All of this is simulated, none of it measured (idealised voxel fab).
Name of the process module below: voxel capacitor over wiring
FYI the section here is cut, 255 nm wide, cells are 5 nm squares.
When this document writes out a cross-section, it uses a grid of square cells and lists it as bands, beginning at the top and moving down, with a band standing for one or more rows of cells.
A band entry consists of two parts. The first gives the height of the band's top and the height of its bottom, in nm. The rest lists the band's materials from left to right, each with its width in nm. A single material labelled with the word "all across" fills the band from edge to edge, and the word "empty" marks empty space.
Heights are measured from 0, the level below which the as-received wafer is all one material; the lowest band has no bottom and continues downward, written as in "0..down".
Think of "30->40" as a width that walks from the first number to the second as you go down the band, top row to bottom row, taking equal-sized steps from row to row.
Step note "changes: none" = no cross-section cell changed.
Empty spaces without an open route to the top, at least 8 cells in extent, make up the entry "Enclosed void inventory"; each is given as width x height at distance, where the distance is measured from the left edge, and all are in nm.
Post-settings text on a step line: simulator's own remark regarding the step.
overlay nm: for a step with a mask, the amount by which the mask lay right of where it was planned; a negative amount means left of it.

Listed below are the process steps as planned:
1 RECEIVE (material Si)
2 CONFORMAL_DEP (material SiO2; thk nm 15)
3 DIRECTIONAL_DEP (material TiN; thk nm 5)
4 DIRECTIONAL_DEP (material Ru; thk nm 25)
5 MASKED_ETCH (tone cover; mask id METAL_1; width nm 20; pitch nm 85; etch materials Ru; depth nm 25; overlay nm 0)
6 MASKED_ETCH (tone cover; mask id METAL_1; width nm 20; pitch nm 85; etch materials TiN; depth nm 5; overlay nm -15)
7 FILL_DEP (material SiO2; thk nm 10)
8 CMP (height nm 45)
9 CONFORMAL_DEP (material SiCN; thk nm 5)
10 DIRECTIONAL_DEP (material SiO2; thk nm 20)
11 DIRECTIONAL_DEP (material aC; thk nm 10)
12 PATTERN (tone open; mask id PLUG_1; material resist; width nm 15; thk nm 30; overlay nm 0)
13 DIRECTIONAL_ETCH (etch materials aC; depth nm 10)
14 STRIP (etch materials resist)
15 DIRECTIONAL_ETCH (etch materials SiO2; depth nm 20)
16 DIRECTIONAL_ETCH (etch materials SiCN; depth nm 5)
17 STRIP (etch materials aC)
18 EPI (material Ru; thk nm 10)
19 EPI (material Ru; thk nm 10)
20 EPI (material Ru; thk nm 5)
21 DIRECTIONAL_DEP (material TiN; thk nm 5)
22 DIRECTIONAL_DEP (material HfO2; thk nm 5)
23 DIRECTIONAL_DEP (material TiN; thk nm 5)
24 MASKED_ETCH (tone cover; mask id UPPER_PLATE; width nm 70; etch materials TiN; depth nm 5; overlay nm 0)
25 MASKED_ETCH (tone cover; mask id UPPER_PLATE; width nm 70; etch materials HfO2; depth nm 5; overlay nm 0)
26 MASKED_ETCH (tone cover; mask id LOWER_PLATE; width nm 80; etch materials TiN; depth nm 5; overlay nm 0)
27 FILL_DEP (material SiO2; thk nm 15)
28 CMP (height nm 95)
29 PATTERN (tone open; mask id PLUG_2; material resist; width nm 15; thk nm 15; overlay nm 0)
30 DIRECTIONAL_ETCH (etch materials SiO2; depth nm 10)
31 STRIP (etch materials resist)
32 CONFORMAL_DEP (material TiN; thk nm 5)
33 FILL_DEP (material Ru; thk nm 10)
34 CMP (height nm 95)
35 CONFORMAL_DEP (material SiCN; thk nm 5)
All wafers enter the flow in the same state. The overlay nm at step 6 differs from wafer to wafer, and the plan gives the value for the first wafer.

Cross-section of the first of several wafers on receipt, reflecting completion of step 1:
- 0..down = Si all across
- Enclosed void inventory: none

Note: the following table is arranged by wafer, a row apiece. Each row reports the end-of-module state: per material, cells gained (+) or cells lost (-) compared with the wafer as received; closed voids follow:
overlay nm -15; +14 HfO2; +56 Ru; +99 SiCN; +802 SiO2; +49 TiN; Enclosed void inventory: none
overlay nm -10; +14 HfO2; +56 Ru; +99 SiCN; +804 SiO2; +47 TiN; Enclosed void inventory: none
overlay nm -5; +14 HfO2; +56 Ru; +99 SiCN; +806 SiO2; +45 TiN; Enclosed void inventory: none
overlay nm 0; +14 HfO2; +56 Ru; +99 SiCN; +808 SiO2; +43 TiN; Enclosed void inventory: none
overlay nm 5; +14 HfO2; +56 Ru; +99 SiCN; +806 SiO2; +45 TiN; Enclosed void inventory: none
overlay nm 10; +14 HfO2; +56 Ru; +99 SiCN; +804 SiO2; +47 TiN; Enclosed void inventory: none
overlay nm 15; +14 HfO2; +56 Ru; +99 SiCN; +802 SiO2; +49 TiN; Enclosed void inventory: none
